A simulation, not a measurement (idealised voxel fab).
Process module, titled voxel gate over fins
Square cell edge 5 nm, section width 185 nm, ID cut.
A cross-section is a grid of square cells, given in bands from the top down. A band is one or more rows of cells. Look at the band entry: it leads with the top's height and the bottom's height in nm. Then it lists the materials left to right, with a width in nm for each. The word "full width" on a single material says that material fills the band edge to edge. The word "air" is empty space. We count height from 0. Below that, the starting wafer is all one material. The lowest band never ends at the bottom but goes on down; see "0 and below" for how that is written. The expression "30 to 40" gives the width at the extremes of the band, the first number at its top row of cells and the second at its bottom row, with the width changing by equal amounts from each row to the next in between. For the purposes of this document, the phrase "no modifications" attached to a step denotes that no cell within the cross-section was modified by that step. The list in "Sealed cavities" covers empty spaces of 8 cells or more that cannot reach the top through any open way, and it gives each as width x height at distance; the distance is from the left edge, and width, height and distance are in nm. Post-settings text on a step line: simulator's own remark regarding the step. overlay nm, on a step with a mask: how far to the right of its planned place the mask lay; to the left if negative.
Planned process steps:
| 1 | op RECEIVE | material Si |
| 2 | op CONFORMAL_DEP | material SiN | thk nm 5 |
| 3 | op DIRECTIONAL_DEP | material aC | thk nm 10 |
| 4 | op PATTERN | tone cover | mask id FINS | material resist | width nm 15 | pitch nm 60 | thk nm 25 | overlay nm 0 |
| 5 | op DIRECTIONAL_ETCH | etch materials aC | depth nm 10 |
| 6 | op STRIP | etch materials resist |
| 7 | op DIRECTIONAL_ETCH | etch materials SiN | depth nm 5 |
| 8 | op DIRECTIONAL_ETCH | etch materials Si | depth nm 40 |
| 9 | op STRIP | etch materials aC |
| 10 | op FILL_DEP | material SiO2 | thk nm 10 |
| 11 | op CMP | height nm 5 |
| 12 | op PATTERN | tone open | mask id RAIL | material resist | width nm 15 | thk nm 20 | overlay nm 0 |
| 13 | op DIRECTIONAL_ETCH | etch materials SiO2 | depth nm 40 |
| 14 | op STRIP | etch materials resist |
| 15 | op CONFORMAL_DEP | material TiN | thk nm 5 |
| 16 | op FILL_DEP | material Ru | thk nm 5 |
| 17 | op CMP | height nm 5 |
| 18 | op SELECTIVE_ETCH | etch materials W Ru TiN | depth nm 30 |
| 19 | op FILL_DEP | material SiO2 | thk nm 5 |
| 20 | op CMP | height nm 5 |
| 21 | op SELECTIVE_ETCH | etch materials SiO2 | depth nm 20 |
| 22 | op STRIP | etch materials SiN |
| 23 | op CONFORMAL_DEP | material HfO2 | thk nm 5 |
| 24 | op CONFORMAL_DEP | material TiN | thk nm 5 |
| 25 | op FILL_DEP | material W | thk nm 15 |
| 26 | op CMP | height nm 20 |
| 27 | op CONFORMAL_DEP | material SiN | thk nm 10 |
First wafer, two in total, run as planned:
as received, after step 1:
> 0 and below: Si full width
> Sealed cavities: none
Cross-section of the wafer subsequent to step 2:
> 5 down to 0: SiN full width
> Unchanged below 0.
Cross-section of the wafer subsequent to step 3:
> 15 down to 5: aC full width
> Unchanged below 5.
Cross-section of the wafer subsequent to step 4:
> 40 down to 15: 55 air | 15 resist | 45 air | 15 resist | 55 air
> Unchanged below 15.
Cross-section of the wafer subsequent to step 5:
> 30 down to 15: 55 air | 15 resist | 45 air | 15 resist | 55 air
> 15 down to 5: 55 air | 15 aC | 45 air | 15 aC | 55 air
> Unchanged below 5.
Cross-section of the wafer subsequent to step 6:
> 15 down to 5: 55 air | 15 aC | 45 air | 15 aC | 55 air
> Unchanged below 5.
Cross-section of the wafer subsequent to step 7:
> 15 down to 5: 55 air | 15 aC | 45 air | 15 aC | 55 air
> 5 down to 0: 55 air | 15 SiN | 45 air | 15 SiN | 55 air
> Unchanged below 0.
Cross-section of the wafer subsequent to step 8:
> 15 down to 5: 55 air | 15 aC | 45 air | 15 aC | 55 air
> 5 down to 0: 55 air | 15 SiN | 45 air | 15 SiN | 55 air
> 0 down to -40: 55 air | 15 Si | 45 air | 15 Si | 55 air
> Unchanged below -40.
Cross-section of the wafer subsequent to step 9:
> 5 down to 0: 55 air | 15 SiN | 45 air | 15 SiN | 55 air
> Unchanged below 0.
Cross-section of the wafer subsequent to step 10:
> 15 down to 5: SiO2 full width
> 5 down to 0: 55 SiO2 | 15 SiN | 45 SiO2 | 15 SiN | 55 SiO2
> 0 down to -40: 55 SiO2 | 15 Si | 45 SiO2 | 15 Si | 55 SiO2
> Unchanged below -40.
Cross-section of the wafer subsequent to step 11:
> 5 down to 0: 55 SiO2 | 15 SiN | 45 SiO2 | 15 SiN | 55 SiO2
> Unchanged below 0.
Cross-section of the wafer subsequent to step 12:
> 25 down to 5: 85 resist | 15 air | 85 resist
> Unchanged below 5.
Cross-section of the wafer subsequent to step 13:
> 25 down to 5: 85 resist | 15 air | 85 resist
> 5 down to 0: 55 SiO2 | 15 SiN | 15 SiO2 | 15 air | 15 SiO2 | 15 SiN | 55 SiO2
> 0 down to -35: 55 SiO2 | 15 Si | 15 SiO2 | 15 air | 15 SiO2 | 15 Si | 55 SiO2
> Unchanged below -35.
Cross-section of the wafer subsequent to step 14:
> 5 down to 0: 55 SiO2 | 15 SiN | 15 SiO2 | 15 air | 15 SiO2 | 15 SiN | 55 SiO2
> Unchanged below 0.
Cross-section of the wafer subsequent to step 15:
> 10 down to 5: 90 TiN | 5 air | 90 TiN
> 5 down to 0: 55 SiO2 | 15 SiN | 15 SiO2 | 5 TiN | 5 air | 5 TiN | 15 SiO2 | 15 SiN | 55 SiO2
> 0 down to -30: 55 SiO2 | 15 Si | 15 SiO2 | 5 TiN | 5 air | 5 TiN | 15 SiO2 | 15 Si | 55 SiO2
> -30 down to -35: 55 SiO2 | 15 Si | 15 SiO2 | 15 TiN | 15 SiO2 | 15 Si | 55 SiO2
> Unchanged below -35.
Cross-section of the wafer subsequent to step 16:
> 15 down to 10: Ru full width
> 10 down to 5: 90 TiN | 5 Ru | 90 TiN
> 5 down to 0: 55 SiO2 | 15 SiN | 15 SiO2 | 5 TiN | 5 Ru | 5 TiN | 15 SiO2 | 15 SiN | 55 SiO2
> 0 down to -30: 55 SiO2 | 15 Si | 15 SiO2 | 5 TiN | 5 Ru | 5 TiN | 15 SiO2 | 15 Si | 55 SiO2
> Unchanged below -30.
Cross-section of the wafer subsequent to step 17:
> 5 down to 0: 55 SiO2 | 15 SiN | 15 SiO2 | 5 TiN | 5 Ru | 5 TiN | 15 SiO2 | 15 SiN | 55 SiO2
> Unchanged below 0.
Cross-section of the wafer subsequent to step 18:
> 5 down to 0: 55 SiO2 | 15 SiN | 15 SiO2 | 15 air | 15 SiO2 | 15 SiN | 55 SiO2
> 0 down to -25: 55 SiO2 | 15 Si | 15 SiO2 | 15 air | 15 SiO2 | 15 Si | 55 SiO2
> Unchanged below -25.
Cross-section of the wafer subsequent to step 19:
> 10 down to 5: SiO2 full width
> 5 down to 0: 55 SiO2 | 15 SiN | 45 SiO2 | 15 SiN | 55 SiO2
> 0 down to -25: 55 SiO2 | 15 Si | 45 SiO2 | 15 Si | 55 SiO2
> Unchanged below -25.
Cross-section of the wafer subsequent to step 20:
> 5 down to 0: 55 SiO2 | 15 SiN | 45 SiO2 | 15 SiN | 55 SiO2
> Unchanged below 0.
Cross-section of the wafer subsequent to step 21:
> 5 down to 0: 55 air | 15 SiN | 45 air | 15 SiN | 55 air
> 0 down to -15: 55 air | 15 Si | 45 air | 15 Si | 55 air
> Unchanged below -15.
Cross-section of the wafer subsequent to step 22:
> 0 down to -15: 55 air | 15 Si | 45 air | 15 Si | 55 air
> Unchanged below -15.
Cross-section of the wafer subsequent to step 23:
> 5 down to 0: 50 air | 25 HfO2 | 35 air | 25 HfO2 | 50 air
> 0 down to -10: 50 air | 5 HfO2 | 15 Si | 5 HfO2 | 35 air | 5 HfO2 | 15 Si | 5 HfO2 | 50 air
> -10 down to -15: 55 HfO2 | 15 Si | 45 HfO2 | 15 Si | 55 HfO2
> Unchanged below -15.
Cross-section of the wafer subsequent to step 24:
> 10 down to 5: 45 air | 35 TiN | 25 air | 35 TiN | 45 air
> 5 down to 0: 45 air | 5 TiN | 25 HfO2 | 5 TiN | 25 air | 5 TiN | 25 HfO2 | 5 TiN | 45 air
> 0 down to -5: 45 air | 5 TiN | 5 HfO2 | 15 Si | 5 HfO2 | 5 TiN | 25 air | 5 TiN | 5 HfO2 | 15 Si | 5 HfO2 | 5 TiN | 45 air
> -5 down to -10: 50 TiN | 5 HfO2 | 15 Si | 5 HfO2 | 35 TiN | 5 HfO2 | 15 Si | 5 HfO2 | 50 TiN
> Unchanged below -10.
Cross-section of the wafer subsequent to step 25:
> 25 down to 10: W full width
> 10 down to 5: 45 W | 35 TiN | 25 W | 35 TiN | 45 W
> 5 down to 0: 45 W | 5 TiN | 25 HfO2 | 5 TiN | 25 W | 5 TiN | 25 HfO2 | 5 TiN | 45 W
> 0 down to -5: 45 W | 5 TiN | 5 HfO2 | 15 Si | 5 HfO2 | 5 TiN | 25 W | 5 TiN | 5 HfO2 | 15 Si | 5 HfO2 | 5 TiN | 45 W
> Unchanged below -5.
Cross-section of the wafer subsequent to step 26:
> 20 down to 10: W full width
> Unchanged below 10.
Cross-section of the wafer subsequent to step 27:
> 30 down to 20: SiN full width
> Unchanged below 20.
Second Wafer (Identical Start and Plan, One Processing Error; Matches First Wafer Through Step 20):
Second wafer shown in cross-section at the time step 21 was slated to end:
> 5 down to 0: 55 SiO2 | 15 air | 45 SiO2 | 15 air | 55 SiO2
> Unchanged below 0.
Second wafer shown in cross-section at the time step 22 was slated to end:
> 0 down to -15: 55 air | 15 Si | 45 air | 15 Si | 55 air
> -15 down to -20: 35 SiO2 | 20 air | 15 Si | 20 air | 5 SiO2 | 20 air | 15 Si | 20 air | 35 SiO2
> Unchanged below -20.
Second wafer shown in cross-section at the time step 23 was slated to end:
> 5 down to 0: 50 air | 25 HfO2 | 35 air | 25 HfO2 | 50 air
> 0 down to -10: 50 air | 5 HfO2 | 15 Si | 5 HfO2 | 35 air | 5 HfO2 | 15 Si | 5 HfO2 | 50 air
> -10 down to -15: 40 HfO2 | 10 air | 5 HfO2 | 15 Si | 5 HfO2 | 10 air | 15 HfO2 | 10 air | 5 HfO2 | 15 Si | 5 HfO2 | 10 air | 40 HfO2
> -15 down to -20: 35 SiO2 | 20 HfO2 | 15 Si | 20 HfO2 | 5 SiO2 | 20 HfO2 | 15 Si | 20 HfO2 | 35 SiO2
> Unchanged below -20.
Second wafer shown in cross-section at the time step 24 was slated to end:
> 10 down to 5: 45 air | 35 TiN | 25 air | 35 TiN | 45 air
> 5 down to 0: 45 air | 5 TiN | 25 HfO2 | 5 TiN | 25 air | 5 TiN | 25 HfO2 | 5 TiN | 45 air
> 0 down to -5: 45 air | 5 TiN | 5 HfO2 | 15 Si | 5 HfO2 | 5 TiN | 25 air | 5 TiN | 5 HfO2 | 15 Si | 5 HfO2 | 5 TiN | 45 air
> -5 down to -10: 50 TiN | 5 HfO2 | 15 Si | 5 HfO2 | 35 TiN | 5 HfO2 | 15 Si | 5 HfO2 | 50 TiN
> -10 down to -15: 40 HfO2 | 10 TiN | 5 HfO2 | 15 Si | 5 HfO2 | 10 TiN | 15 HfO2 | 10 TiN | 5 HfO2 | 15 Si | 5 HfO2 | 10 TiN | 40 HfO2
> Unchanged below -15.
Second wafer shown in cross-section at the time step 25 was slated to end:
> 25 down to 10: W full width
> 10 down to 5: 45 W | 35 TiN | 25 W | 35 TiN | 45 W
> 5 down to 0: 45 W | 5 TiN | 25 HfO2 | 5 TiN | 25 W | 5 TiN | 25 HfO2 | 5 TiN | 45 W
> 0 down to -5: 45 W | 5 TiN | 5 HfO2 | 15 Si | 5 HfO2 | 5 TiN | 25 W | 5 TiN | 5 HfO2 | 15 Si | 5 HfO2 | 5 TiN | 45 W
> Unchanged below -5.
Second wafer shown in cross-section at the time step 26 was slated to end:
> 20 down to 10: W full width
> Unchanged below 10.
Second wafer shown in cross-section at the time step 27 was slated to end:
> 30 down to 20: SiN full width
> Unchanged below 20.
It is concluded that the wafer was processed incorrectly with respect to the plan, in that it was found that steps 21 and 22 of the process plan had been performed in exchanged positions
End check, counted in cells, second wafer has more or fewer of these materials than the first: 8 more of HfO2, 16 fewer of SiO2, 8 more of TiN
